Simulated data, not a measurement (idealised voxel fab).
process module | voxel released beams
cross-section cut | 255 nm wide | cells 5 nm
A cross-section is a grid of square cells, given in bands from the top down. A band is one or more rows of cells.
Each band's line starts with the height of the band's top and of its bottom, in nm. Then come its materials from left to right, each with its width in nm. One material with "throughout" fills the band from edge to edge. "air" is empty space.
Height 0 is the level under which the wafer as received is all one material. The lowest band goes on downwards, as in "0 down".
A width such as "30 to 40" changes by the same amount from each row of cells to the next, from the band's top row to its bottom row.
"no change" after a step means that no cell of the cross-section changed.
closed voids: empty space of 8 cells or more with no open way to the top, each as width x height at its distance from the left edge, in nm
after a step's settings: what the simulator itself notes on the step
overlay nm, on a step with a mask: how far to the right of its planned place the mask lay; to the left if negative
plan
1 op RECEIVE | material Si
2 op CONFORMAL_DEP | material Al2O3 | thk nm 5
3 op DIRECTIONAL_DEP | material SiO2 | thk nm 15
4 op MASKED_ETCH | tone open | mask id ANCHOR | width nm 40 | etch materials SiO2 | depth nm 15 | overlay nm 0
5 op CONFORMAL_DEP | material polySi | thk nm 15
6 op MASKED_ETCH | tone cover | mask id BEAM | width nm 125 | etch materials polySi | depth nm 15 | overlay nm 0
7 op STRIP | etch materials SiO2
first wafer, as planned
as received, after step 1
  0 down: Si throughout
  closed voids: none
after step 2
  5 to 0: Al2O3 throughout
  below 0: unchanged
after step 3
  20 to 5: SiO2 throughout
  below 5: unchanged
after step 4
  20 to 5: SiO2 65 | air 40 | SiO2 150
  below 5: unchanged
after step 5
  35 to 20: polySi 80 | air 10 | polySi 165
  20 to 5: SiO2 65 | polySi 40 | SiO2 150
  below 5: unchanged
after step 6
  35 to 20: air 60 | polySi 20 | air 10 | polySi 95 | air 70
  below 20: unchanged
after step 7
  35 to 20: air 60 | polySi 20 | air 10 | polySi 95 | air 70
  20 to 5: air 65 | polySi 40 | air 150
  below 5: unchanged
second wafer: like start, like plan, one mistake. Through step 3 it matches the first wafer
when step 4 should have ended
  20 to 5: SiO2 75 | air 40 | SiO2 140
  below 5: unchanged
when step 5 should have ended
  35 to 20: polySi 90 | air 10 | polySi 155
  20 to 5: SiO2 75 | polySi 40 | SiO2 140
  below 5: unchanged
when step 6 should have ended
  35 to 20: air 60 | polySi 30 | air 10 | polySi 85 | air 70
  below 20: unchanged
when step 7 should have ended
  35 to 20: air 60 | polySi 30 | air 10 | polySi 85 | air 70
  20 to 5: air 75 | polySi 40 | air 140
  below 5: unchanged
what went wrong: step 4 ran as: op MASKED_ETCH | tone open | mask id ANCHOR | width nm 40 | etch materials SiO2 | depth nm 15 | overlay nm 10
at the end the second wafer has, in cells: as many of each material as the first, in other places
